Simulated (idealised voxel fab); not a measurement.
A process module follows: voxel wiring stack.
Pictured: cross-section cut, 190 nm wide, on a grid of 5 nm square cells.
A cross-section is a grid of square cells, given in bands from the top down. A band is one or more rows of cells.
Band: top height; bottom height; in nm. Then, left to right: material with width in nm, for each material. "throughout": a single material spanning edge to edge. "air": empty space.
Ref level 0: as-received wafer is one material below here. Bottom band extends down with no lower bound ("0 -> down").
So if you see something like "30 to 40" for the width, read it as the top row of the band sitting at the first number and the bottom row at the second, with every row in between moving by the same amount as the last.
Given "nothing different" for a step, no cell of the cross-section differs between before and after that step.
"Enclosed internal cavities" means: voids of 8 cells or more that are shut off from the top with no open way through. Written width x height at distance, distance from the left edge, in nm.
after a step's settings: what the simulator itself notes on the step
The optional step-line setting "overlay nm" applies to steps with a mask and quantifies how far to the right of its planned location the mask lay, a negative value indicating leftward placement.
Intended process steps:
1 op RECEIVE | material Si
2 op CONFORMAL_DEP | material SiO2 | thk nm 10
3 op DIRECTIONAL_DEP | material TiN | thk nm 5
4 op DIRECTIONAL_DEP | material Ru | thk nm 20
5 op PATTERN | tone cover | mask id METAL_1 | material resist | width nm 20 | pitch nm 45 | thk nm 20 | overlay nm 0
6 op DIRECTIONAL_ETCH | etch materials Ru | depth nm 20
7 op DIRECTIONAL_ETCH | etch materials TiN | depth nm 5
8 op STRIP | etch materials resist
9 op CONFORMAL_DEP | material SiN | thk nm 5
10 op FILL_DEP | material SiO2 | thk nm 5
11 op CMP | height nm 35
12 op CONFORMAL_DEP | material SiCN | thk nm 5
13 op DIRECTIONAL_DEP | material lowk | thk nm 35
14 op DIRECTIONAL_DEP | material aC | thk nm 10
15 op PATTERN | tone open | mask id METAL_2 | material resist | width nm 20 | pitch nm 45 | thk nm 25 | overlay nm 0
16 op DIRECTIONAL_ETCH | etch materials aC | depth nm 10
17 op STRIP | etch materials resist
18 op DIRECTIONAL_ETCH | etch materials lowk | depth nm 20
19 op STRIP | etch materials aC
20 op MASKED_ETCH | tone open | mask id METAL_2_HOLES | width nm 15 | pitch nm 45 | etch materials lowk | depth nm 15 | overlay nm 0
21 op MASKED_ETCH | tone open | mask id METAL_2_HOLES | width nm 15 | pitch nm 45 | etch materials SiCN | depth nm 5 | overlay nm 0
22 op CONFORMAL_DEP | material TiN | thk nm 5
23 op FILL_DEP | material Cu | thk nm 5
24 op CMP | height nm 75
25 op CONFORMAL_DEP | material SiN | thk nm 5
The width nm used in step 20 is not the same on every wafer, whereas the starting condition is; the value printed in the plan is the first wafer's.
Cross-section of the first of several wafers as received (after step 1):
- 0 -> down: Si throughout
- Enclosed internal cavities: none
Cross-section of the first of several wafers, taken after step 25, where the module ends:
- 80 -> 75: SiN throughout
- 75 -> 60: lowk 60 nm | TiN 5 nm | Cu 10 nm | TiN 5 nm | lowk 25 nm | TiN 5 nm | Cu 10 nm | TiN 5 nm | lowk 65 nm
- 60 -> 55: lowk 60 nm | TiN 5 nm | Cu 5 nm | TiN 10 nm | lowk 25 nm | TiN 5 nm | Cu 5 nm | TiN 10 nm | lowk 65 nm
- 55 -> 40: lowk 60 nm | TiN 5 nm | Cu 5 nm | TiN 5 nm | lowk 30 nm | TiN 5 nm | Cu 5 nm | TiN 5 nm | lowk 70 nm
- 40 -> 35: SiCN 60 nm | TiN 15 nm | SiCN 30 nm | TiN 15 nm | SiCN 70 nm
- 35 -> 15: SiO2 55 nm | SiN 5 nm | Ru 20 nm | SiN 5 nm | SiO2 15 nm | SiN 5 nm | Ru 20 nm | SiN 5 nm | SiO2 60 nm
- 15 -> 10: SiN 60 nm | TiN 20 nm | SiN 25 nm | TiN 20 nm | SiN 65 nm
- 10 -> 0: SiO2 throughout
- 0 -> down: Si throughout
- Enclosed internal cavities: none
Of the several wafers, the last: cross-section at the end of the module:
- 80 -> 75: SiN throughout
- 75 -> 65: lowk 55 nm | TiN 5 nm | Cu 20 nm | TiN 5 nm | lowk 15 nm | TiN 5 nm | Cu 20 nm | TiN 5 nm | lowk 60 nm
- 65 -> 60: lowk 55 nm | TiN 10 nm | Cu 10 nm | TiN 10 nm | lowk 15 nm | TiN 10 nm | Cu 10 nm | TiN 10 nm | lowk 60 nm
- 60 -> 45: lowk 60 nm | TiN 5 nm | Cu 10 nm | TiN 5 nm | lowk 25 nm | TiN 5 nm | Cu 10 nm | TiN 5 nm | lowk 65 nm
- 45 -> 40: lowk 60 nm | TiN 5 nm | Cu 5 nm | TiN 10 nm | lowk 25 nm | TiN 5 nm | Cu 5 nm | TiN 10 nm | lowk 65 nm
- 40 -> 35: SiCN 60 nm | TiN 15 nm | SiCN 30 nm | TiN 15 nm | SiCN 70 nm
- 35 -> 15: SiO2 55 nm | SiN 5 nm | Ru 20 nm | SiN 5 nm | SiO2 15 nm | SiN 5 nm | Ru 20 nm | SiN 5 nm | SiO2 60 nm
- 15 -> 10: SiN 60 nm | TiN 20 nm | SiN 25 nm | TiN 20 nm | SiN 65 nm
- 10 -> 0: SiO2 throughout
- 0 -> down: Si throughout
- Enclosed internal cavities: none
Basically each wafer gets a line in the table, showing it at the end of the module: material by material, the cells it gained (+) or lost (-) since we got it, then its closed voids:
width nm 15 | +20 Cu | +32 Ru | +32 SiCN | +84 SiN | +180 SiO2 | +44 TiN | +216 lowk | Enclosed internal cavities: none
width nm 20 | +26 Cu | +32 Ru | +32 SiCN | +84 SiN | +180 SiO2 | +44 TiN | +210 lowk | Enclosed internal cavities: none
width nm 25 | +30 Cu | +32 Ru | +32 SiCN | +84 SiN | +180 SiO2 | +46 TiN | +204 lowk | Enclosed internal cavities: none
width nm 30 | +34 Cu | +32 Ru | +32 SiCN | +84 SiN | +180 SiO2 | +48 TiN | +198 lowk | Enclosed internal cavities: none
